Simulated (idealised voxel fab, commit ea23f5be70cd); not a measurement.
Proc. module: voxel self aligned contacts
For reference, the cross-section in this document is cut, with width 200 nm and square cells of 5 nm.
Each cross-section below is a grid of square cells, stated as bands in top-down order, with one or more rows of cells making up each band. Look at the band entry: it leads with the top's height and the bottom's height in nm. Then it lists the materials left to right, with a width in nm for each. The word "full width" on a single material says that material fills the band edge to edge. The word "blank" is empty space. A quick word on heights: they are counted from 0, and under that level the wafer as it came to us is one material throughout. The lowest band is different from the rest in having no bottom; it simply continues downward, written as in "top 0, no bottom". You'd read "30..40" like this: the band's top row of cells is as wide as the first number, its bottom row is as wide as the second, and going down, every row changes width by the same amount as the row before did. Step marked "no modification"? Then no cell in the cross-section changed in it. Empty spaces counting at least 8 cells and having no open way to the top are listed in "Sealed-off cavities". The notation width x height at distance is used for each, the distance being from the left edge and all three values in nm. If you see something after the settings on a step's line, that's the simulator's own remark about that step. overlay nm: where the mask lay relative to plan, measured to the right, on steps with a mask; negatives go left.
Process steps - plan:
1: RECEIVE | material Si
2: OXIDIZE | depth nm 5
3: DIRECTIONAL_DEP | material polySi | thk nm 30
4: DIRECTIONAL_DEP | material SiN | thk nm 20
5: DIRECTIONAL_DEP | material aC | thk nm 15
6: PATTERN | tone cover | mask id GATE | material resist | width nm 25 | pitch nm 60 | thk nm 35 | overlay nm 0
7: DIRECTIONAL_ETCH | etch materials aC | depth nm 15
8: STRIP | etch materials resist
9: DIRECTIONAL_ETCH | etch materials SiN | depth nm 20
10: DIRECTIONAL_ETCH | etch materials polySi | depth nm 30
11: STRIP | etch materials aC
12: CONFORMAL_DEP | material SiN | thk nm 10
13: DIRECTIONAL_ETCH | etch materials SiN | depth nm 10
14: FILL_DEP | material SiO2 | thk nm 20
15: CMP | height nm 60
16: PATTERN | tone open | mask id CONTACT | material resist | width nm 45 | pitch nm 60 | thk nm 15 | overlay nm 0
17: DIRECTIONAL_ETCH | etch materials SiO2 | depth nm 65
18: STRIP | etch materials resist
19: CONFORMAL_DEP | material TiN | thk nm 5
20: FILL_DEP | material Ru | thk nm 10
21: CMP | height nm 60
22: CONFORMAL_DEP | material SiCN | thk nm 5
First of two wafers, with the run carried out as planned:
Wafer cross-section on receipt, i.e. after step 1:
    top 0, no bottom: Si full width
    Sealed-off cavities: none
The wafer, seen in cross-section, after step 2:
    top 0, bottom -5: SiO2 full width
    Below -5 it's all the same as before, nothing changed down there.
The wafer, seen in cross-section, after step 3:
    top 30, bottom 0: polySi full width
    Below 0 it's all the same as before, nothing changed down there.
The wafer, seen in cross-section, after step 4:
    top 50, bottom 30: SiN full width
    Below 30 it's all the same as before, nothing changed down there.
The wafer, seen in cross-section, after step 5:
    top 65, bottom 50: aC full width
    Below 50 it's all the same as before, nothing changed down there.
The wafer, seen in cross-section, after step 6:
    top 100, bottom 65: 25 nm blank, then 25 nm resist, then 35 nm blank, then 25 nm resist, then 35 nm blank, then 25 nm resist, then 30 nm blank
    Below 65 it's all the same as before, nothing changed down there.
The wafer, seen in cross-section, after step 7:
    top 85, bottom 65: 25 nm blank, then 25 nm resist, then 35 nm blank, then 25 nm resist, then 35 nm blank, then 25 nm resist, then 30 nm blank
    top 65, bottom 50: 25 nm blank, then 25 nm aC, then 35 nm blank, then 25 nm aC, then 35 nm blank, then 25 nm aC, then 30 nm blank
    Below 50 it's all the same as before, nothing changed down there.
The wafer, seen in cross-section, after step 8:
    top 65, bottom 50: 25 nm blank, then 25 nm aC, then 35 nm blank, then 25 nm aC, then 35 nm blank, then 25 nm aC, then 30 nm blank
    Below 50 it's all the same as before, nothing changed down there.
The wafer, seen in cross-section, after step 9:
    top 65, bottom 50: 25 nm blank, then 25 nm aC, then 35 nm blank, then 25 nm aC, then 35 nm blank, then 25 nm aC, then 30 nm blank
    top 50, bottom 30: 25 nm blank, then 25 nm SiN, then 35 nm blank, then 25 nm SiN, then 35 nm blank, then 25 nm SiN, then 30 nm blank
    Below 30 it's all the same as before, nothing changed down there.
The wafer, seen in cross-section, after step 10:
    top 65, bottom 50: 25 nm blank, then 25 nm aC, then 35 nm blank, then 25 nm aC, then 35 nm blank, then 25 nm aC, then 30 nm blank
    top 50, bottom 30: 25 nm blank, then 25 nm SiN, then 35 nm blank, then 25 nm SiN, then 35 nm blank, then 25 nm SiN, then 30 nm blank
    top 30, bottom 0: 25 nm blank, then 25 nm polySi, then 35 nm blank, then 25 nm polySi, then 35 nm blank, then 25 nm polySi, then 30 nm blank
    Below 0 it's all the same as before, nothing changed down there.
The wafer, seen in cross-section, after step 11:
    top 50, bottom 30: 25 nm blank, then 25 nm SiN, then 35 nm blank, then 25 nm SiN, then 35 nm blank, then 25 nm SiN, then 30 nm blank
    Below 30 it's all the same as before, nothing changed down there.
The wafer, seen in cross-section, after step 12:
    top 60, bottom 30: 15 nm blank, then 45 nm SiN, then 15 nm blank, then 45 nm SiN, then 15 nm blank, then 45 nm SiN, then 20 nm blank
    top 30, bottom 10: 15 nm blank, then 10 nm SiN, then 25 nm polySi, then 10 nm SiN, then 15 nm blank, then 10 nm SiN, then 25 nm polySi, then 10 nm SiN, then 15 nm blank, then 10 nm SiN, then 25 nm polySi, then 10 nm SiN, then 20 nm blank
    top 10, bottom 0: 25 nm SiN, then 25 nm polySi, then 35 nm SiN, then 25 nm polySi, then 35 nm SiN, then 25 nm polySi, then 30 nm SiN
    Below 0 it's all the same as before, nothing changed down there.
The wafer, seen in cross-section, after step 13:
    top 50, bottom 30: 15 nm blank, then 45 nm SiN, then 15 nm blank, then 45 nm SiN, then 15 nm blank, then 45 nm SiN, then 20 nm blank
    top 30, bottom 0: 15 nm blank, then 10 nm SiN, then 25 nm polySi, then 10 nm SiN, then 15 nm blank, then 10 nm SiN, then 25 nm polySi, then 10 nm SiN, then 15 nm blank, then 10 nm SiN, then 25 nm polySi, then 10 nm SiN, then 20 nm blank
    Below 0 it's all the same as before, nothing changed down there.
The wafer, seen in cross-section, after step 14:
    top 70, bottom 50: SiO2 full width
    top 50, bottom 30: 15 nm SiO2, then 45 nm SiN, then 15 nm SiO2, then 45 nm SiN, then 15 nm SiO2, then 45 nm SiN, then 20 nm SiO2
    top 30, bottom 0: 15 nm SiO2, then 10 nm SiN, then 25 nm polySi, then 10 nm SiN, then 15 nm SiO2, then 10 nm SiN, then 25 nm polySi, then 10 nm SiN, then 15 nm SiO2, then 10 nm SiN, then 25 nm polySi, then 10 nm SiN, then 20 nm SiO2
    Below 0 it's all the same as before, nothing changed down there.
The wafer, seen in cross-section, after step 15:
    top 60, bottom 50: SiO2 full width
    Below 50 it's all the same as before, nothing changed down there.
The wafer, seen in cross-section, after step 16:
    top 75, bottom 60: 45 nm resist, then 45 nm blank, then 15 nm resist, then 45 nm blank, then 50 nm resist
    Below 60 it's all the same as before, nothing changed down there.
The wafer, seen in cross-section, after step 17:
    top 75, bottom 60: 45 nm resist, then 45 nm blank, then 15 nm resist, then 45 nm blank, then 50 nm resist
    top 60, bottom 50: 45 nm SiO2, then 45 nm blank, then 15 nm SiO2, then 45 nm blank, then 50 nm SiO2
    top 50, bottom 30: 15 nm SiO2, then 45 nm SiN, then 15 nm blank, then 45 nm SiN, then 15 nm blank, then 45 nm SiN, then 20 nm SiO2
    top 30, bottom 0: 15 nm SiO2, then 10 nm SiN, then 25 nm polySi, then 10 nm SiN, then 15 nm blank, then 10 nm SiN, then 25 nm polySi, then 10 nm SiN, then 15 nm blank, then 10 nm SiN, then 25 nm polySi, then 10 nm SiN, then 20 nm SiO2
    top 0, bottom -5: 60 nm SiO2, then 15 nm blank, then 45 nm SiO2, then 15 nm blank, then 65 nm SiO2
    Below -5 it's all the same as before, nothing changed down there.
The wafer, seen in cross-section, after step 18:
    top 60, bottom 50: 45 nm SiO2, then 45 nm blank, then 15 nm SiO2, then 45 nm blank, then 50 nm SiO2
    Below 50 it's all the same as before, nothing changed down there.
The wafer, seen in cross-section, after step 19:
    top 65, bottom 60: 50 nm TiN, then 35 nm blank, then 25 nm TiN, then 35 nm blank, then 55 nm TiN
    top 60, bottom 50: 45 nm SiO2, then 5..20 nm TiN, then 35..5 nm blank, then 5..20 nm TiN, then 15 nm SiO2, then 5..20 nm TiN, then 35..5 nm blank, then 5..20 nm TiN, then 50 nm SiO2
    top 50, bottom 30: 15 nm SiO2, then 45 nm SiN, then 5 nm TiN, then 5 nm blank, then 5 nm TiN, then 45 nm SiN, then 5 nm TiN, then 5 nm blank, then 5 nm TiN, then 45 nm SiN, then 20 nm SiO2
    top 30, bottom 0: 15 nm SiO2, then 10 nm SiN, then 25 nm polySi, then 10 nm SiN, then 5 nm TiN, then 5 nm blank, then 5 nm TiN, then 10 nm SiN, then 25 nm polySi, then 10 nm SiN, then 5 nm TiN, then 5 nm blank, then 5 nm TiN, then 10 nm SiN, then 25 nm polySi, then 10 nm SiN, then 20 nm SiO2
    top 0, bottom -5: 60 nm SiO2, then 15 nm TiN, then 45 nm SiO2, then 15 nm TiN, then 65 nm SiO2
    Below -5 it's all the same as before, nothing changed down there.
The wafer, seen in cross-section, after step 20:
    top 75, bottom 65: Ru full width
    top 65, bottom 60: 50 nm TiN, then 35 nm Ru, then 25 nm TiN, then 35 nm Ru, then 55 nm TiN
    top 60, bottom 50: 45 nm SiO2, then 5..20 nm TiN, then 35..5 nm Ru, then 5..20 nm TiN, then 15 nm SiO2, then 5..20 nm TiN, then 35..5 nm Ru, then 5..20 nm TiN, then 50 nm SiO2
    top 50, bottom 30: 15 nm SiO2, then 45 nm SiN, then 5 nm TiN, then 5 nm Ru, then 5 nm TiN, then 45 nm SiN, then 5 nm TiN, then 5 nm Ru, then 5 nm TiN, then 45 nm SiN, then 20 nm SiO2
    top 30, bottom 0: 15 nm SiO2, then 10 nm SiN, then 25 nm polySi, then 10 nm SiN, then 5 nm TiN, then 5 nm Ru, then 5 nm TiN, then 10 nm SiN, then 25 nm polySi, then 10 nm SiN, then 5 nm TiN, then 5 nm Ru, then 5 nm TiN, then 10 nm SiN, then 25 nm polySi, then 10 nm SiN, then 20 nm SiO2
    Below 0 it's all the same as before, nothing changed down there.
The wafer, seen in cross-section, after step 21:
    top 60, bottom 50: 45 nm SiO2, then 5..20 nm TiN, then 35..5 nm Ru, then 5..20 nm TiN, then 15 nm SiO2, then 5..20 nm TiN, then 35..5 nm Ru, then 5..20 nm TiN, then 50 nm SiO2
    Below 50 it's all the same as before, nothing changed down there.
The wafer, seen in cross-section, after step 22:
    top 65, bottom 60: SiCN full width
    Below 60 it's all the same as before, nothing changed down there.
Second wafer: same start and same plan as the first, one execution error; identical to the first through step 1:
Planned end of step 2: second wafer, cross-section:
    top 30, bottom 0: polySi full width
    Below 0 it's all the same as before, nothing changed down there.
Planned end of step 3: second wafer, cross-section:
    top 30, bottom 25: SiO2 full width
    Below 25 it's all the same as before, nothing changed down there.
Planned end of step 4: second wafer, cross-section:
    top 50, bottom 30: SiN full width
    Below 30 it's all the same as before, nothing changed down there.
Planned end of step 5: second wafer, cross-section:
    top 65, bottom 50: aC full width
    Below 50 it's all the same as before, nothing changed down there.
Planned end of step 6: second wafer, cross-section:
    top 100, bottom 65: 25 nm blank, then 25 nm resist, then 35 nm blank, then 25 nm resist, then 35 nm blank, then 25 nm resist, then 30 nm blank
    Below 65 it's all the same as before, nothing changed down there.
Planned end of step 7: second wafer, cross-section:
    top 85, bottom 65: 25 nm blank, then 25 nm resist, then 35 nm blank, then 25 nm resist, then 35 nm blank, then 25 nm resist, then 30 nm blank
    top 65, bottom 50: 25 nm blank, then 25 nm aC, then 35 nm blank, then 25 nm aC, then 35 nm blank, then 25 nm aC, then 30 nm blank
    Below 50 it's all the same as before, nothing changed down there.
Planned end of step 8: second wafer, cross-section:
    top 65, bottom 50: 25 nm blank, then 25 nm aC, then 35 nm blank, then 25 nm aC, then 35 nm blank, then 25 nm aC, then 30 nm blank
    Below 50 it's all the same as before, nothing changed down there.
Planned end of step 9: second wafer, cross-section:
    top 65, bottom 50: 25 nm blank, then 25 nm aC, then 35 nm blank, then 25 nm aC, then 35 nm blank, then 25 nm aC, then 30 nm blank
    top 50, bottom 30: 25 nm blank, then 25 nm SiN, then 35 nm blank, then 25 nm SiN, then 35 nm blank, then 25 nm SiN, then 30 nm blank
    Below 30 it's all the same as before, nothing changed down there.
Planned end of step 10: second wafer, cross-section: no modification
Planned end of step 11: second wafer, cross-section:
    top 50, bottom 30: 25 nm blank, then 25 nm SiN, then 35 nm blank, then 25 nm SiN, then 35 nm blank, then 25 nm SiN, then 30 nm blank
    Below 30 it's all the same as before, nothing changed down there.
Planned end of step 12: second wafer, cross-section:
    top 60, bottom 40: 15 nm blank, then 45 nm SiN, then 15 nm blank, then 45 nm SiN, then 15 nm blank, then 45 nm SiN, then 20 nm blank
    top 40, bottom 30: SiN full width
    Below 30 it's all the same as before, nothing changed down there.
Planned end of step 13: second wafer, cross-section:
    top 50, bottom 30: 15 nm blank, then 45 nm SiN, then 15 nm blank, then 45 nm SiN, then 15 nm blank, then 45 nm SiN, then 20 nm blank
    Below 30 it's all the same as before, nothing changed down there.
Planned end of step 14: second wafer, cross-section:
    top 70, bottom 50: SiO2 full width
    top 50, bottom 30: 15 nm SiO2, then 45 nm SiN, then 15 nm SiO2, then 45 nm SiN, then 15 nm SiO2, then 45 nm SiN, then 20 nm SiO2
    Below 30 it's all the same as before, nothing changed down there.
Planned end of step 15: second wafer, cross-section:
    top 60, bottom 50: SiO2 full width
    Below 50 it's all the same as before, nothing changed down there.
Planned end of step 16: second wafer, cross-section:
    top 75, bottom 60: 45 nm resist, then 45 nm blank, then 15 nm resist, then 45 nm blank, then 50 nm resist
    Below 60 it's all the same as before, nothing changed down there.
Planned end of step 17: second wafer, cross-section:
    top 75, bottom 60: 45 nm resist, then 45 nm blank, then 15 nm resist, then 45 nm blank, then 50 nm resist
    top 60, bottom 50: 45 nm SiO2, then 45 nm blank, then 15 nm SiO2, then 45 nm blank, then 50 nm SiO2
    top 50, bottom 30: 15 nm SiO2, then 45 nm SiN, then 15 nm blank, then 45 nm SiN, then 15 nm blank, then 45 nm SiN, then 20 nm SiO2
    top 30, bottom 25: 60 nm SiO2, then 15 nm blank, then 45 nm SiO2, then 15 nm blank, then 65 nm SiO2
    Below 25 it's all the same as before, nothing changed down there.
Planned end of step 18: second wafer, cross-section:
    top 60, bottom 50: 45 nm SiO2, then 45 nm blank, then 15 nm SiO2, then 45 nm blank, then 50 nm SiO2
    Below 50 it's all the same as before, nothing changed down there.
Planned end of step 19: second wafer, cross-section:
    top 65, bottom 60: 50 nm TiN, then 35 nm blank, then 25 nm TiN, then 35 nm blank, then 55 nm TiN
    top 60, bottom 50: 45 nm SiO2, then 5..20 nm TiN, then 35..5 nm blank, then 5..20 nm TiN, then 15 nm SiO2, then 5..20 nm TiN, then 35..5 nm blank, then 5..20 nm TiN, then 50 nm SiO2
    top 50, bottom 30: 15 nm SiO2, then 45 nm SiN, then 5 nm TiN, then 5 nm blank, then 5 nm TiN, then 45 nm SiN, then 5 nm TiN, then 5 nm blank, then 5 nm TiN, then 45 nm SiN, then 20 nm SiO2
    top 30, bottom 25: 60 nm SiO2, then 15 nm TiN, then 45 nm SiO2, then 15 nm TiN, then 65 nm SiO2
    Below 25 it's all the same as before, nothing changed down there.
Planned end of step 20: second wafer, cross-section:
    top 75, bottom 65: Ru full width
    top 65, bottom 60: 50 nm TiN, then 35 nm Ru, then 25 nm TiN, then 35 nm Ru, then 55 nm TiN
    top 60, bottom 50: 45 nm SiO2, then 5..20 nm TiN, then 35..5 nm Ru, then 5..20 nm TiN, then 15 nm SiO2, then 5..20 nm TiN, then 35..5 nm Ru, then 5..20 nm TiN, then 50 nm SiO2
    top 50, bottom 30: 15 nm SiO2, then 45 nm SiN, then 5 nm TiN, then 5 nm Ru, then 5 nm TiN, then 45 nm SiN, then 5 nm TiN, then 5 nm Ru, then 5 nm TiN, then 45 nm SiN, then 20 nm SiO2
    Below 30 it's all the same as before, nothing changed down there.
Planned end of step 21: second wafer, cross-section:
    top 60, bottom 50: 45 nm SiO2, then 5..20 nm TiN, then 35..5 nm Ru, then 5..20 nm TiN, then 15 nm SiO2, then 5..20 nm TiN, then 35..5 nm Ru, then 5..20 nm TiN, then 50 nm SiO2
    Below 50 it's all the same as before, nothing changed down there.
Planned end of step 22: second wafer, cross-section:
    top 65, bottom 60: SiCN full width
    Below 60 it's all the same as before, nothing changed down there.
Nonconformance to the process plan: steps 2 and 3 of the plan were each performed in the slot designated for the other
Final difference in cells, second wafer against first, listed per material as more or fewer: 12 fewer of Ru | 40 more of Si | 72 fewer of SiN | 42 fewer of SiO2 | 24 fewer of TiN | 110 more of polySi
